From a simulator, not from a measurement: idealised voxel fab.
process module | voxel gate over fins
cross-section cut | 255 nm wide | cells 5 nm
A cross-section is a grid of square cells, given in bands from the top down. A band is one or more rows of cells.
Each band's line starts with the height of the band's top and of its bottom, in nm. Then come its materials from left to right, each with its width in nm. One material with "throughout" fills the band from edge to edge. "air" is empty space.
Height 0 is the level under which the wafer as received is all one material. The lowest band goes on downwards, as in "0 down".
A width such as "30 to 40" changes by the same amount from each row of cells to the next, from the band's top row to its bottom row.
"no change" after a step means that no cell of the cross-section changed.
closed voids: empty space of 8 cells or more with no open way to the top, each as width x height at its distance from the left edge, in nm
after a step's settings: what the simulator itself notes on the step
overlay nm, on a step with a mask: how far to the right of its planned place the mask lay; to the left if negative
plan
1 op RECEIVE | material Si
2 op CONFORMAL_DEP | material SiN | thk nm 10
3 op MASKED_ETCH | tone cover | mask id FINS | width nm 15 | pitch nm 55 | etch materials SiN | depth nm 10 | overlay nm 0
4 op MASKED_ETCH | tone cover | mask id FINS | width nm 15 | pitch nm 55 | etch materials Si | depth nm 40 | overlay nm 0
5 op OXIDIZE | depth nm 5
6 op FILL_DEP | material SiO2 | thk nm 10
7 op CMP | height nm 10
8 op DIRECTIONAL_DEP | material aC | thk nm 10
9 op PATTERN | tone open | mask id RAIL | material resist | width nm 15 | thk nm 30 | overlay nm 0
10 op DIRECTIONAL_ETCH | etch materials aC | depth nm 10
11 op STRIP | etch materials resist
12 op DIRECTIONAL_ETCH | etch materials SiO2 | depth nm 45
13 op STRIP | etch materials aC
14 op CONFORMAL_DEP | material TiN | thk nm 5
15 op FILL_DEP | material W | thk nm 10
16 op CMP | height nm 10
17 op SELECTIVE_ETCH | etch materials W Ru TiN | depth nm 35
18 op FILL_DEP | material SiO2 | thk nm 5
19 op CMP | height nm 10
20 op SELECTIVE_ETCH | etch materials SiO2 | depth nm 25
21 op STRIP | etch materials SiN
22 op CONFORMAL_DEP | material HfO2 | thk nm 5
23 op CONFORMAL_DEP | material TiN | thk nm 5
24 op FILL_DEP | material W | thk nm 15
25 op CMP | height nm 20
26 op CONFORMAL_DEP | material SiCN | thk nm 10
first wafer, as planned
as received, after step 1
  0 down: Si throughout
  closed voids: none
after step 2
  10 to 0: SiN throughout
  below 0: unchanged
after step 3
  10 to 0: air 35 | SiN 15 | air 40 | SiN 15 | air 40 | SiN 15 | air 40 | SiN 15 | air 40
  below 0: unchanged
after step 4
  10 to 0: air 35 | SiN 15 | air 40 | SiN 15 | air 40 | SiN 15 | air 40 | SiN 15 | air 40
  0 to -40: air 35 | Si 15 | air 40 | Si 15 | air 40 | Si 15 | air 40 | Si 15 | air 40
  below -40: unchanged
after step 5
  10 to 0: air 35 | SiN 15 | air 40 | SiN 15 | air 40 | SiN 15 | air 40 | SiN 15 | air 40
  0 to -40: air 35 | SiO2 5 | Si 5 | SiO2 5 | air 40 | SiO2 5 | Si 5 | SiO2 5 | air 40 | SiO2 5 | Si 5 | SiO2 5 | air 40 | SiO2 5 | Si 5 | SiO2 5 | air 40
  -40 to -45: SiO2 40 | Si 5 | SiO2 50 | Si 5 | SiO2 50 | Si 5 | SiO2 50 | Si 5 | SiO2 45
  below -45: unchanged
after step 6
  20 to 10: SiO2 throughout
  10 to 0: SiO2 35 | SiN 15 | SiO2 40 | SiN 15 | SiO2 40 | SiN 15 | SiO2 40 | SiN 15 | SiO2 40
  0 to -45: SiO2 40 | Si 5 | SiO2 50 | Si 5 | SiO2 50 | Si 5 | SiO2 50 | Si 5 | SiO2 45
  below -45: unchanged
after step 7
  10 to 0: SiO2 35 | SiN 15 | SiO2 40 | SiN 15 | SiO2 40 | SiN 15 | SiO2 40 | SiN 15 | SiO2 40
  below 0: unchanged
after step 8
  20 to 10: aC throughout
  below 10: unchanged
after step 9
  50 to 20: resist 60 | air 15 | resist 180
  below 20: unchanged
after step 10
  40 to 20: resist 60 | air 15 | resist 180
  20 to 10: aC 60 | air 15 | aC 180
  below 10: unchanged
after step 11
  20 to 10: aC 60 | air 15 | aC 180
  below 10: unchanged
after step 12
  20 to 10: aC 60 | air 15 | aC 180
  10 to 0: SiO2 35 | SiN 15 | SiO2 10 | air 15 | SiO2 15 | SiN 15 | SiO2 40 | SiN 15 | SiO2 40 | SiN 15 | SiO2 40
  0 to -35: SiO2 40 | Si 5 | SiO2 15 | air 15 | SiO2 20 | Si 5 | SiO2 50 | Si 5 | SiO2 50 | Si 5 | SiO2 45
  below -35: unchanged
after step 13
  10 to 0: SiO2 35 | SiN 15 | SiO2 10 | air 15 | SiO2 15 | SiN 15 | SiO2 40 | SiN 15 | SiO2 40 | SiN 15 | SiO2 40
  below 0: unchanged
after step 14
  15 to 10: TiN 65 | air 5 | TiN 185
  10 to 0: SiO2 35 | SiN 15 | SiO2 10 | TiN 5 | air 5 | TiN 5 | SiO2 15 | SiN 15 | SiO2 40 | SiN 15 | SiO2 40 | SiN 15 | SiO2 40
  0 to -30: SiO2 40 | Si 5 | SiO2 15 | TiN 5 | air 5 | TiN 5 | SiO2 20 | Si 5 | SiO2 50 | Si 5 | SiO2 50 | Si 5 | SiO2 45
  -30 to -35: SiO2 40 | Si 5 | SiO2 15 | TiN 15 | SiO2 20 | Si 5 | SiO2 50 | Si 5 | SiO2 50 | Si 5 | SiO2 45
  below -35: unchanged
after step 15
  25 to 15: W throughout
  15 to 10: TiN 65 | W 5 | TiN 185
  10 to 0: SiO2 35 | SiN 15 | SiO2 10 | TiN 5 | W 5 | TiN 5 | SiO2 15 | SiN 15 | SiO2 40 | SiN 15 | SiO2 40 | SiN 15 | SiO2 40
  0 to -30: SiO2 40 | Si 5 | SiO2 15 | TiN 5 | W 5 | TiN 5 | SiO2 20 | Si 5 | SiO2 50 | Si 5 | SiO2 50 | Si 5 | SiO2 45
  below -30: unchanged
after step 16
  10 to 0: SiO2 35 | SiN 15 | SiO2 10 | TiN 5 | W 5 | TiN 5 | SiO2 15 | SiN 15 | SiO2 40 | SiN 15 | SiO2 40 | SiN 15 | SiO2 40
  below 0: unchanged
after step 17
  10 to 0: SiO2 35 | SiN 15 | SiO2 10 | air 15 | SiO2 15 | SiN 15 | SiO2 40 | SiN 15 | SiO2 40 | SiN 15 | SiO2 40
  0 to -25: SiO2 40 | Si 5 | SiO2 15 | air 15 | SiO2 20 | Si 5 | SiO2 50 | Si 5 | SiO2 50 | Si 5 | SiO2 45
  below -25: unchanged
after step 18
  15 to 10: SiO2 throughout
  10 to 0: SiO2 35 | SiN 15 | SiO2 40 | SiN 15 | SiO2 40 | SiN 15 | SiO2 40 | SiN 15 | SiO2 40
  0 to -25: SiO2 40 | Si 5 | SiO2 50 | Si 5 | SiO2 50 | Si 5 | SiO2 50 | Si 5 | SiO2 45
  below -25: unchanged
after step 19
  10 to 0: SiO2 35 | SiN 15 | SiO2 40 | SiN 15 | SiO2 40 | SiN 15 | SiO2 40 | SiN 15 | SiO2 40
  below 0: unchanged
after step 20
  10 to 0: air 35 | SiN 15 | air 40 | SiN 15 | air 40 | SiN 15 | air 40 | SiN 15 | air 40
  0 to -15: air 40 | Si 5 | air 50 | Si 5 | air 50 | Si 5 | air 50 | Si 5 | air 45
  below -15: unchanged
after step 21
  0 to -15: air 40 | Si 5 | air 50 | Si 5 | air 50 | Si 5 | air 50 | Si 5 | air 45
  below -15: unchanged
after step 22
  5 to 0: air 35 | HfO2 15 | air 40 | HfO2 15 | air 40 | HfO2 15 | air 40 | HfO2 15 | air 40
  0 to -10: air 35 | HfO2 5 | Si 5 | HfO2 5 | air 40 | HfO2 5 | Si 5 | HfO2 5 | air 40 | HfO2 5 | Si 5 | HfO2 5 | air 40 | HfO2 5 | Si 5 | HfO2 5 | air 40
  -10 to -15: HfO2 40 | Si 5 | HfO2 50 | Si 5 | HfO2 50 | Si 5 | HfO2 50 | Si 5 | HfO2 45
  below -15: unchanged
after step 23
  10 to 5: air 30 | TiN 25 | air 30 | TiN 25 | air 30 | TiN 25 | air 30 | TiN 25 | air 35
  5 to 0: air 30 | TiN 5 | HfO2 15 | TiN 5 | air 30 | TiN 5 | HfO2 15 | TiN 5 | air 30 | TiN 5 | HfO2 15 | TiN 5 | air 30 | TiN 5 | HfO2 15 | TiN 5 | air 35
  0 to -5: air 30 | TiN 5 | HfO2 5 | Si 5 | HfO2 5 | TiN 5 | air 30 | TiN 5 | HfO2 5 | Si 5 | HfO2 5 | TiN 5 | air 30 | TiN 5 | HfO2 5 | Si 5 | HfO2 5 | TiN 5 | air 30 | TiN 5 | HfO2 5 | Si 5 | HfO2 5 | TiN 5 | air 35
  -5 to -10: TiN 35 | HfO2 5 | Si 5 | HfO2 5 | TiN 40 | HfO2 5 | Si 5 | HfO2 5 | TiN 40 | HfO2 5 | Si 5 | HfO2 5 | TiN 40 | HfO2 5 | Si 5 | HfO2 5 | TiN 40
  below -10: unchanged
after step 24
  25 to 10: W throughout
  10 to 5: W 30 | TiN 25 | W 30 | TiN 25 | W 30 | TiN 25 | W 30 | TiN 25 | W 35
  5 to 0: W 30 | TiN 5 | HfO2 15 | TiN 5 | W 30 | TiN 5 | HfO2 15 | TiN 5 | W 30 | TiN 5 | HfO2 15 | TiN 5 | W 30 | TiN 5 | HfO2 15 | TiN 5 | W 35
  0 to -5: W 30 | TiN 5 | HfO2 5 | Si 5 | HfO2 5 | TiN 5 | W 30 | TiN 5 | HfO2 5 | Si 5 | HfO2 5 | TiN 5 | W 30 | TiN 5 | HfO2 5 | Si 5 | HfO2 5 | TiN 5 | W 30 | TiN 5 | HfO2 5 | Si 5 | HfO2 5 | TiN 5 | W 35
  below -5: unchanged
after step 25
  20 to 10: W throughout
  below 10: unchanged
after step 26
  30 to 20: SiCN throughout
  below 20: unchanged
second wafer: like start, like plan, one mistake. Through step 5 it matches the first wafer
when step 6 should have ended
  20 to 0: SiN throughout
  0 to -40: SiN 35 | SiO2 5 | Si 5 | SiO2 5 | SiN 40 | SiO2 5 | Si 5 | SiO2 5 | SiN 40 | SiO2 5 | Si 5 | SiO2 5 | SiN 40 | SiO2 5 | Si 5 | SiO2 5 | SiN 40
  below -40: unchanged
when step 7 should have ended
  10 to 0: SiN throughout
  below 0: unchanged
when step 8 should have ended
  20 to 10: aC throughout
  below 10: unchanged
when step 9 should have ended
  50 to 20: resist 60 | air 15 | resist 180
  below 20: unchanged
when step 10 should have ended
  40 to 20: resist 60 | air 15 | resist 180
  20 to 10: aC 60 | air 15 | aC 180
  below 10: unchanged
when step 11 should have ended
  20 to 10: aC 60 | air 15 | aC 180
  below 10: unchanged
when step 12 should have ended: no change
when step 13 should have ended
  10 to 0: SiN throughout
  below 0: unchanged
when step 14 should have ended
  15 to 10: TiN throughout
  below 10: unchanged
when step 15 should have ended
  25 to 15: W throughout
  below 15: unchanged
when step 16 should have ended
  10 to 0: SiN throughout
  below 0: unchanged
when step 17 should have ended: no change
when step 18 should have ended
  15 to 10: SiO2 throughout
  below 10: unchanged
when step 19 should have ended
  10 to 0: SiN throughout
  below 0: unchanged
when step 20 should have ended: no change
when step 21 should have ended
  0 to -40: air 35 | SiO2 5 | Si 5 | SiO2 5 | air 40 | SiO2 5 | Si 5 | SiO2 5 | air 40 | SiO2 5 | Si 5 | SiO2 5 | air 40 | SiO2 5 | Si 5 | SiO2 5 | air 40
  below -40: unchanged
when step 22 should have ended
  5 to 0: air 30 | HfO2 25 | air 30 | HfO2 25 | air 30 | HfO2 25 | air 30 | HfO2 25 | air 35
  0 to -35: air 30 | HfO2 5 | SiO2 5 | Si 5 | SiO2 5 | HfO2 5 | air 30 | HfO2 5 | SiO2 5 | Si 5 | SiO2 5 | HfO2 5 | air 30 | HfO2 5 | SiO2 5 | Si 5 | SiO2 5 | HfO2 5 | air 30 | HfO2 5 | SiO2 5 | Si 5 | SiO2 5 | HfO2 5 | air 35
  -35 to -40: HfO2 35 | SiO2 5 | Si 5 | SiO2 5 | HfO2 40 | SiO2 5 | Si 5 | SiO2 5 | HfO2 40 | SiO2 5 | Si 5 | SiO2 5 | HfO2 40 | SiO2 5 | Si 5 | SiO2 5 | HfO2 40
  below -40: unchanged
when step 23 should have ended
  10 to 5: air 25 | TiN 35 | air 20 | TiN 35 | air 20 | TiN 35 | air 20 | TiN 35 | air 30
  5 to 0: air 25 | TiN 5 | HfO2 25 | TiN 5 | air 20 | TiN 5 | HfO2 25 | TiN 5 | air 20 | TiN 5 | HfO2 25 | TiN 5 | air 20 | TiN 5 | HfO2 25 | TiN 5 | air 30
  0 to -30: air 25 | TiN 5 | HfO2 5 | SiO2 5 | Si 5 | SiO2 5 | HfO2 5 | TiN 5 | air 20 | TiN 5 | HfO2 5 | SiO2 5 | Si 5 | SiO2 5 | HfO2 5 | TiN 5 | air 20 | TiN 5 | HfO2 5 | SiO2 5 | Si 5 | SiO2 5 | HfO2 5 | TiN 5 | air 20 | TiN 5 | HfO2 5 | SiO2 5 | Si 5 | SiO2 5 | HfO2 5 | TiN 5 | air 30
  -30 to -35: TiN 30 | HfO2 5 | SiO2 5 | Si 5 | SiO2 5 | HfO2 5 | TiN 30 | HfO2 5 | SiO2 5 | Si 5 | SiO2 5 | HfO2 5 | TiN 30 | HfO2 5 | SiO2 5 | Si 5 | SiO2 5 | HfO2 5 | TiN 30 | HfO2 5 | SiO2 5 | Si 5 | SiO2 5 | HfO2 5 | TiN 35
  below -35: unchanged
when step 24 should have ended
  25 to 10: W throughout
  10 to 5: W 25 | TiN 35 | W 20 | TiN 35 | W 20 | TiN 35 | W 20 | TiN 35 | W 30
  5 to 0: W 25 | TiN 5 | HfO2 25 | TiN 5 | W 20 | TiN 5 | HfO2 25 | TiN 5 | W 20 | TiN 5 | HfO2 25 | TiN 5 | W 20 | TiN 5 | HfO2 25 | TiN 5 | W 30
  0 to -30: W 25 | TiN 5 | HfO2 5 | SiO2 5 | Si 5 | SiO2 5 | HfO2 5 | TiN 5 | W 20 | TiN 5 | HfO2 5 | SiO2 5 | Si 5 | SiO2 5 | HfO2 5 | TiN 5 | W 20 | TiN 5 | HfO2 5 | SiO2 5 | Si 5 | SiO2 5 | HfO2 5 | TiN 5 | W 20 | TiN 5 | HfO2 5 | SiO2 5 | Si 5 | SiO2 5 | HfO2 5 | TiN 5 | W 30
  below -30: unchanged
when step 25 should have ended
  20 to 10: W throughout
  below 10: unchanged
when step 26 should have ended
  30 to 20: SiCN throughout
  below 20: unchanged
what went wrong: step 6 ran as: op FILL_DEP | material SiN | thk nm 10
at the end the second wafer has, in cells: 40 more of HfO2 | 165 fewer of SiO2 | 35 more of TiN | 90 more of W
